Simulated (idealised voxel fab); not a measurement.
Process module under the name voxel trench capacitor
For reference, the cross-section in this document is cut, with width 215 nm and square cells of 5 nm.
Just so we're on the same page, the cross-sections are grids of square cells, and they're listed out in bands top to bottom, each band one or more rows deep. Look at the band entry: it leads with the top's height and the bottom's height in nm. Then it lists the materials left to right, with a width in nm for each. The word "everywhere" on a single material says that material fills the band edge to edge. The word "air" is empty space. Where do heights start? At 0: under that level the wafer as delivered is made of one material only. And the lowest band has no floor; it just carries on downward, as in "0 -> down". Width: "30 to 40" (first number = top row, second number = bottom row, same change from row to row of cells). Reading "nothing different" for a step: not a cell of the cross-section changed in it. Empty spaces without an open route to the top, at least 8 cells in extent, make up the entry "Fully closed voids"; each is given as width x height at distance, where the distance is measured from the left edge, and all are in nm. Past the settings on a step's line: simulator remark, on that step. On any step carrying a mask, the "overlay nm" setting, if present on the step's line, tells how far right of its planned place the mask lay; negative values point to the left.

List of planned process steps
step 1: RECEIVE,material Si
step 2: CONFORMAL_DEP,material SiN,thk nm 10
step 3: MASKED_ETCH,tone open,mask id TRENCH,width nm 30,pitch nm 45,etch materials SiN,depth nm 10,overlay nm 0
step 4: MASKED_ETCH,tone open,mask id TRENCH,width nm 30,pitch nm 45,etch materials Si,depth nm 25,overlay nm 0
step 5: CONFORMAL_DEP,material Al2O3,thk nm 5
step 6: CONFORMAL_DEP,material TiN,thk nm 5
step 7: FILL_DEP,material W,thk nm 5
step 8: CMP,height nm 10

As-received wafer cross-section (after step 1)
0 -> down | Si everywhere
Fully closed voids: none

End-of-module XS, first of two wafers, run as planned
10 -> 0 | SiN 45 nm / Al2O3 5 nm / TiN 5 nm / W 10 nm / TiN 5 nm / Al2O3 5 nm / SiN 15 nm / Al2O3 5 nm / TiN 5 nm / W 10 nm / TiN 5 nm / Al2O3 5 nm / SiN 15 nm / Al2O3 5 nm / TiN 5 nm / W 10 nm / TiN 5 nm / Al2O3 5 nm / SiN 50 nm
0 -> -15 | Si 45 nm / Al2O3 5 nm / TiN 5 nm / W 10 nm / TiN 5 nm / Al2O3 5 nm / Si 15 nm / Al2O3 5 nm / TiN 5 nm / W 10 nm / TiN 5 nm / Al2O3 5 nm / Si 15 nm / Al2O3 5 nm / TiN 5 nm / W 10 nm / TiN 5 nm / Al2O3 5 nm / Si 50 nm
-15 -> -20 | Si 45 nm / Al2O3 5 nm / TiN 20 nm / Al2O3 5 nm / Si 15 nm / Al2O3 5 nm / TiN 20 nm / Al2O3 5 nm / Si 15 nm / Al2O3 5 nm / TiN 20 nm / Al2O3 5 nm / Si 50 nm
-20 -> -25 | Si 45 nm / Al2O3 30 nm / Si 15 nm / Al2O3 30 nm / Si 15 nm / Al2O3 30 nm / Si 50 nm
-25 -> down | Si everywhere
Fully closed voids: none

This is the second of the two wafers, cross-sectioned at the end of the module; it started exactly like the first and was given the same plan, but it was run with one mistake
5 -> 0 | SiN 45 nm / Al2O3 5 nm / TiN 5 nm / W 10 nm / TiN 5 nm / Al2O3 5 nm / SiN 15 nm / Al2O3 5 nm / TiN 5 nm / W 10 nm / TiN 5 nm / Al2O3 5 nm / SiN 15 nm / Al2O3 5 nm / TiN 5 nm / W 10 nm / TiN 5 nm / Al2O3 5 nm / SiN 50 nm
0 -> -15 | Si 45 nm / Al2O3 5 nm / TiN 5 nm / W 10 nm / TiN 5 nm / Al2O3 5 nm / Si 15 nm / Al2O3 5 nm / TiN 5 nm / W 10 nm / TiN 5 nm / Al2O3 5 nm / Si 15 nm / Al2O3 5 nm / TiN 5 nm / W 10 nm / TiN 5 nm / Al2O3 5 nm / Si 50 nm
-15 -> -20 | Si 45 nm / Al2O3 5 nm / TiN 20 nm / Al2O3 5 nm / Si 15 nm / Al2O3 5 nm / TiN 20 nm / Al2O3 5 nm / Si 15 nm / Al2O3 5 nm / TiN 20 nm / Al2O3 5 nm / Si 50 nm
-20 -> -25 | Si 45 nm / Al2O3 30 nm / Si 15 nm / Al2O3 30 nm / Si 15 nm / Al2O3 30 nm / Si 50 nm
-25 -> down | Si everywhere
Fully closed voids: none
Plan not followed: step 8 changed vs plan, executed as CMP,height nm 5
Final wafer comparison in cells, second versus first, more or fewer per material: Al2O3 -6; SiN -25; TiN -6; W -6
